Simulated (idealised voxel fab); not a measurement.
process module | voxel self aligned vias
cross-section cut | 225 nm wide | cells 5 nm
A cross-section is a grid of square cells, given in bands from the top down. A band is one or more rows of cells.
Each band's line starts with the height of the band's top and of its bottom, in nm. Then come its materials from left to right, each with its width in nm. One material with "throughout" fills the band from edge to edge. "air" is empty space.
Height 0 is the level under which the wafer as received is all one material. The lowest band goes on downwards, as in "0 down".
A width such as "30 to 40" changes by the same amount from each row of cells to the next, from the band's top row to its bottom row.
"no change" after a step means that no cell of the cross-section changed.
closed voids: empty space of 8 cells or more with no open way to the top, each as width x height at its distance from the left edge, in nm
after a step's settings: what the simulator itself notes on the step
overlay nm, on a step with a mask: how far to the right of its planned place the mask lay; to the left if negative
plan
1 op RECEIVE | material Si
2 op CONFORMAL_DEP | material SiO2 | thk nm 15
3 op CONFORMAL_DEP | material SiCN | thk nm 5
4 op DIRECTIONAL_DEP | material SiO2 | thk nm 20
5 op PATTERN | tone open | mask id LINES | material resist | width nm 20 | pitch nm 50 | thk nm 20 | overlay nm 0
6 op DIRECTIONAL_ETCH | etch materials SiO2 | depth nm 20
7 op STRIP | etch materials resist
8 op CONFORMAL_DEP | material TiN | thk nm 5
9 op FILL_DEP | material Ru | thk nm 5
10 op CMP | height nm 40
11 op SELECTIVE_ETCH | etch materials W Ru TiN | depth nm 5
12 op FILL_DEP | material SiN | thk nm 5
13 op CMP | height nm 40
14 op DIRECTIONAL_DEP | material SiO2 | thk nm 15
15 op DIRECTIONAL_DEP | material aC | thk nm 10
16 op PATTERN | tone open | mask id VIAS | material resist | width nm 30 | pitch nm 50 | thk nm 25 | overlay nm 0
17 op DIRECTIONAL_ETCH | etch materials aC | depth nm 10
18 op STRIP | etch materials resist
19 op DIRECTIONAL_ETCH | etch materials SiO2 | depth nm 15
20 op DIRECTIONAL_ETCH | etch materials SiN | depth nm 5
21 op STRIP | etch materials aC
22 op CONFORMAL_DEP | material TiN | thk nm 5
23 op FILL_DEP | material Ru | thk nm 5
24 op CMP | height nm 55
25 op CONFORMAL_DEP | material SiN | thk nm 5
as received, after step 1
  0 down: Si throughout
  closed voids: none
a wafer at the end: this start, this plan, one mistake
  60 to 55: SiN throughout
  55 to 45: SiO2 45 | TiN 5 | Ru 20 | TiN 5 | SiO2 20 | TiN 5 | Ru 20 | TiN 5 | SiO2 20 | TiN 5 | Ru 20 | TiN 5 | SiO2 50
  45 to 40: SiO2 45 | TiN 30 | SiO2 20 | TiN 30 | SiO2 20 | TiN 30 | SiO2 50
  40 to 35: SiN 45 | TiN 5 | SiO2 20 | TiN 5 | SiN 20 | TiN 5 | SiO2 20 | TiN 5 | SiN 20 | TiN 5 | SiO2 20 | TiN 5 | SiN 50
  35 to 25: Ru 45 | TiN 5 | SiO2 20 | TiN 5 | Ru 20 | TiN 5 | SiO2 20 | TiN 5 | Ru 20 | TiN 5 | SiO2 20 | TiN 5 | Ru 50
  25 to 20: TiN 50 | SiO2 20 | TiN 30 | SiO2 20 | TiN 30 | SiO2 20 | TiN 55
  20 to 15: SiCN throughout
  15 to 0: SiO2 throughout
  0 down: Si throughout
  closed voids: none
what went wrong: step 5 ran as: op PATTERN | tone cover | mask id LINES | material resist | width nm 20 | pitch nm 50 | thk nm 20 | overlay nm 0
